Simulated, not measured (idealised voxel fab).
process module | voxel tone inversion
cross-section cut | 215 nm wide | cells 5 nm
A cross-section is a grid of square cells, given in bands from the top down. A band is one or more rows of cells.
Each band's line starts with the height of the band's top and of its bottom, in nm. Then come its materials from left to right, each with its width in nm. One material with "throughout" fills the band from edge to edge. "air" is empty space.
Height 0 is the level under which the wafer as received is all one material. The lowest band goes on downwards, as in "0 down".
A width such as "30 to 40" changes by the same amount from each row of cells to the next, from the band's top row to its bottom row.
"no change" after a step means that no cell of the cross-section changed.
closed voids: empty space of 8 cells or more with no open way to the top, each as width x height at its distance from the left edge, in nm
after a step's settings: what the simulator itself notes on the step
overlay nm, on a step with a mask: how far to the right of its planned place the mask lay; to the left if negative
plan
1 op RECEIVE | material Si
2 op CONFORMAL_DEP | material SiCN | thk nm 5
3 op DIRECTIONAL_DEP | material polySi | thk nm 25
4 op PATTERN | tone cover | mask id POSTS | material resist | width nm 20 | pitch nm 45 | thk nm 35 | overlay nm -15
5 op DIRECTIONAL_ETCH | etch materials polySi | depth nm 25
6 op STRIP | etch materials resist
7 op FILL_DEP | material SiO2 | thk nm 10
8 op CMP | height nm 30
9 op STRIP | etch materials polySi
varied across the wafers: overlay nm of step 4. The plan shows the first wafer's value. All wafers start alike
first wafer as received, after step 1
  0 down: Si throughout
  closed voids: none
first wafer at the end, after step 9
  30 to 5: SiO2 60 | air 20 | SiO2 25 | air 20 | SiO2 90
  5 to 0: SiCN throughout
  0 down: Si throughout
  closed voids: none
last wafer at the end
  30 to 5: SiO2 90 | air 20 | SiO2 25 | air 20 | SiO2 60
  5 to 0: SiCN throughout
  0 down: Si throughout
  closed voids: none
each wafer at the end: cells of each material gained (+) or lost (-) since it was received, then its closed voids
overlay nm -15 | +43 SiCN | +175 SiO2 | closed voids: none
overlay nm -10 | +43 SiCN | +175 SiO2 | closed voids: none
overlay nm -5 | +43 SiCN | +175 SiO2 | closed voids: none
overlay nm 0 | +43 SiCN | +175 SiO2 | closed voids: none
overlay nm 5 | +43 SiCN | +175 SiO2 | closed voids: none
overlay nm 10 | +43 SiCN | +175 SiO2 | closed voids: none
overlay nm 15 | +43 SiCN | +175 SiO2 | closed voids: none
